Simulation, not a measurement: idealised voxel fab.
Process module in this document: voxel spacer lines
Xsec cut, 240 nm wide, square cell size 5 nm.
Format of a cross-section: grid, square cells. Given as bands. Order: top down. Band: one or more rows of cells.
Read a band's entry like this: the first values are the height of its top and the height of its bottom in nm, and what follows is the sequence of materials from left to right, each with its width in nm. Note that "empty" is empty space, and that a single material marked "edge to edge" reaches across the band from edge to edge.
Zero point of the height axis is 0; under it, received wafer = one material. Lowest band: continues down indefinitely, "from 0 down".
Per-row width for "30..40": begins at first number (top row of band), ends at second number (bottom row), increment between rows held constant.
What does "remained the same" mean for a step? It means no cell of the cross-section changed in that step.
Each empty space that has no open way to the top and spans at least 8 cells appears under "Unvented internal voids" as width x height at distance, the distance counted from the left edge, all in nm.
What comes after the settings on a step's line is commentary from the simulator itself on that step.
overlay nm: step with mask; distance mask lay right of planned place; negative value = left of planned place.

This section lists the process steps that were planned
1) RECEIVE | material Si
2) CONFORMAL_DEP | material Al2O3 | thk nm 5
3) DIRECTIONAL_DEP | material SiN | thk nm 15
4) DIRECTIONAL_DEP | material aC | thk nm 30
5) PATTERN | tone cover | mask id MANDREL | material resist | width nm 15 | pitch nm 60 | thk nm 40 | overlay nm 0
6) DIRECTIONAL_ETCH | etch materials aC | depth nm 30
7) STRIP | etch materials resist
8) CONFORMAL_DEP | material SiO2 | thk nm 15
9) DIRECTIONAL_ETCH | etch materials SiO2 | depth nm 15
10) STRIP | etch materials aC
11) DIRECTIONAL_ETCH | etch materials SiN | depth nm 15
12) STRIP | etch materials SiO2

Wafer at receipt (post step 1), cross-section
	from 0 down  Si edge to edge
	Unvented internal voids: none

Cross-section: first of two wafers, module finished, run according to plan
	from 20 to 5  35 empty / 15 SiN / 15 empty / 15 SiN / 15 empty / 15 SiN / 15 empty / 15 SiN / 15 empty / 15 SiN / 15 empty / 15 SiN / 40 empty
	from 5 to 0  Al2O3 edge to edge
	from 0 down  Si edge to edge
	Unvented internal voids: none

Cross-sectional image of the second wafer of the two following completion of the module. Starting state and process plan were the same as for the first wafer; one execution error occurred
	from 20 to 5  25 empty / 15 SiN / 15 empty / 15 SiN / 15 empty / 15 SiN / 15 empty / 15 SiN / 15 empty / 15 SiN / 15 empty / 15 SiN / 50 empty
	from 5 to 0  Al2O3 edge to edge
	from 0 down  Si edge to edge
	Unvented internal voids: none
Diagnosis: step 5 was not run as planned; what actually ran was PATTERN | tone cover | mask id MANDREL | material resist | width nm 15 | pitch nm 60 | thk nm 40 | overlay nm -10
End check, second vs first wafer: material counts in cells match, positions do not.
